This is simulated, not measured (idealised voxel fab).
process module | voxel wiring stack
cross-section cut | 180 nm wide | cells 5 nm
A cross-section is a grid of square cells, given in bands from the top down. A band is one or more rows of cells.
Each band's line starts with the height of the band's top and of its bottom, in nm. Then come its materials from left to right, each with its width in nm. One material with "throughout" fills the band from edge to edge. "air" is empty space.
Height 0 is the level under which the wafer as received is all one material. The lowest band goes on downwards, as in "0 down".
A width such as "30 to 40" changes by the same amount from each row of cells to the next, from the band's top row to its bottom row.
"no change" after a step means that no cell of the cross-section changed.
closed voids: empty space of 8 cells or more with no open way to the top, each as width x height at its distance from the left edge, in nm
after a step's settings: what the simulator itself notes on the step
overlay nm, on a step with a mask: how far to the right of its planned place the mask lay; to the left if negative
plan
1 op RECEIVE | material Si
2 op CONFORMAL_DEP | material SiO2 | thk nm 10
3 op CONFORMAL_DEP | material SiN | thk nm 5
4 op DIRECTIONAL_DEP | material SiO2 | thk nm 25
5 op PATTERN | tone open | mask id METAL_1 | material resist | width nm 30 | pitch nm 60 | thk nm 20 | overlay nm 0
6 op DIRECTIONAL_ETCH | etch materials SiO2 | depth nm 25
7 op DIRECTIONAL_ETCH | etch materials SiN | depth nm 5
8 op STRIP | etch materials resist
9 op CONFORMAL_DEP | material TiN | thk nm 5
10 op FILL_DEP | material W | thk nm 5
11 op CMP | height nm 40
12 op CONFORMAL_DEP | material SiCN | thk nm 5
13 op DIRECTIONAL_DEP | material SiO2 | thk nm 10
14 op MASKED_ETCH | tone open | mask id PLUG_1 | width nm 15 | etch materials SiO2 | depth nm 10 | overlay nm 0
15 op MASKED_ETCH | tone open | mask id PLUG_1 | width nm 15 | etch materials SiCN | depth nm 5 | overlay nm 0
16 op CONFORMAL_DEP | material TiN | thk nm 5
17 op FILL_DEP | material Cu | thk nm 5
18 op CMP | height nm 55
19 op DIRECTIONAL_DEP | material TiN | thk nm 5
20 op DIRECTIONAL_DEP | material Ru | thk nm 25
21 op PATTERN | tone cover | mask id METAL_2 | material resist | width nm 30 | pitch nm 60 | thk nm 15 | overlay nm 0
22 op DIRECTIONAL_ETCH | etch materials Ru | depth nm 25
23 op DIRECTIONAL_ETCH | etch materials TiN | depth nm 5
24 op STRIP | etch materials resist
25 op CONFORMAL_DEP | material SiCN | thk nm 5
26 op FILL_DEP | material SiO2 | thk nm 10
27 op CMP | height nm 85
28 op CONFORMAL_DEP | material SiCN | thk nm 5
29 op DIRECTIONAL_DEP | material SiO2 | thk nm 30
30 op DIRECTIONAL_DEP | material aC | thk nm 10
31 op PATTERN | tone open | mask id METAL_3_HOLES | material resist | width nm 15 | pitch nm 60 | thk nm 30 | overlay nm 0
32 op DIRECTIONAL_ETCH | etch materials aC | depth nm 10
33 op STRIP | etch materials resist
34 op DIRECTIONAL_ETCH | etch materials SiO2 | depth nm 30
35 op STRIP | etch materials aC
36 op PATTERN | tone open | mask id METAL_3 | material resist | width nm 30 | pitch nm 60 | thk nm 15 | overlay nm 0
37 op DIRECTIONAL_ETCH | etch materials SiO2 | depth nm 20
38 op DIRECTIONAL_ETCH | etch materials SiCN | depth nm 5
39 op STRIP | etch materials resist
40 op CONFORMAL_DEP | material TiN | thk nm 5
41 op FILL_DEP | material Cu | thk nm 10
42 op CMP | height nm 120
43 op CONFORMAL_DEP | material SiN | thk nm 5
varied across the wafers: thk nm of step 28. The plan shows the first wafer's value. All wafers start alike
first wafer as received, after step 1
  0 down: Si throughout
  closed voids: none
first wafer at the end, after step 43
  125 to 120: SiN throughout
  120 to 105: SiO2 45 | TiN 5 | Cu 20 | TiN 5 | SiO2 30 | TiN 5 | Cu 20 | TiN 5 | SiO2 45
  105 to 100: SiO2 45 | TiN 5 | Cu 5 | TiN 20 | SiO2 30 | TiN 5 | Cu 5 | TiN 20 | SiO2 45
  100 to 90: SiO2 45 | TiN 5 | Cu 5 | TiN 5 | SiO2 45 | TiN 5 | Cu 5 | TiN 5 | SiO2 60
  90 to 85: SiCN 45 | TiN 15 | SiCN 45 | TiN 15 | SiCN 60
  85 to 60: SiO2 40 | SiCN 5 | Ru 30 | SiCN 5 | SiO2 20 | SiCN 5 | Ru 30 | SiCN 5 | SiO2 40
  60 to 55: SiCN 45 | TiN 30 | SiCN 30 | TiN 30 | SiCN 45
  55 to 45: SiO2 45 | TiN 5 | Cu 5 | TiN 5 | SiO2 120
  45 to 40: SiCN 45 | TiN 15 | SiCN 120
  40 to 15: SiO2 45 | TiN 5 | W 20 | TiN 5 | SiO2 30 | TiN 5 | W 20 | TiN 5 | SiO2 45
  15 to 10: SiN 45 | TiN 30 | SiN 30 | TiN 30 | SiN 45
  10 to 0: SiO2 throughout
  0 down: Si throughout
  closed voids: none
last wafer at the end
  125 to 120: SiN throughout
  120 to 115: SiO2 45 | TiN 5 | Cu 5 | TiN 20 | SiO2 30 | TiN 5 | Cu 5 | TiN 20 | SiO2 45
  115 to 105: SiO2 45 | TiN 5 | Cu 5 | TiN 5 | SiO2 45 | TiN 5 | Cu 5 | TiN 5 | SiO2 60
  105 to 100: SiCN 45 | TiN 15 | SiCN 45 | TiN 15 | SiCN 60
  100 to 85: SiCN throughout
  85 to 60: SiO2 40 | SiCN 5 | Ru 30 | SiCN 5 | SiO2 20 | SiCN 5 | Ru 30 | SiCN 5 | SiO2 40
  60 to 55: SiCN 45 | TiN 30 | SiCN 30 | TiN 30 | SiCN 45
  55 to 45: SiO2 45 | TiN 5 | Cu 5 | TiN 5 | SiO2 120
  45 to 40: SiCN 45 | TiN 15 | SiCN 120
  40 to 15: SiO2 45 | TiN 5 | W 20 | TiN 5 | SiO2 30 | TiN 5 | W 20 | TiN 5 | SiO2 45
  15 to 10: SiN 45 | TiN 30 | SiN 30 | TiN 30 | SiN 45
  10 to 0: SiO2 throughout
  0 down: Si throughout
  closed voids: none
each wafer at the end: cells of each material gained (+) or lost (-) since it was received, then its closed voids
thk nm 5 | +32 Cu | +60 Ru | +107 SiCN | +60 SiN | +514 SiO2 | +87 TiN | +40 W | closed voids: none
thk nm 10 | +24 Cu | +60 Ru | +143 SiCN | +60 SiN | +490 SiO2 | +83 TiN | +40 W | closed voids: none
thk nm 15 | +16 Cu | +60 Ru | +179 SiCN | +60 SiN | +466 SiO2 | +79 TiN | +40 W | closed voids: none
thk nm 20 | +8 Cu | +60 Ru | +215 SiCN | +60 SiN | +442 SiO2 | +75 TiN | +40 W | closed voids: none
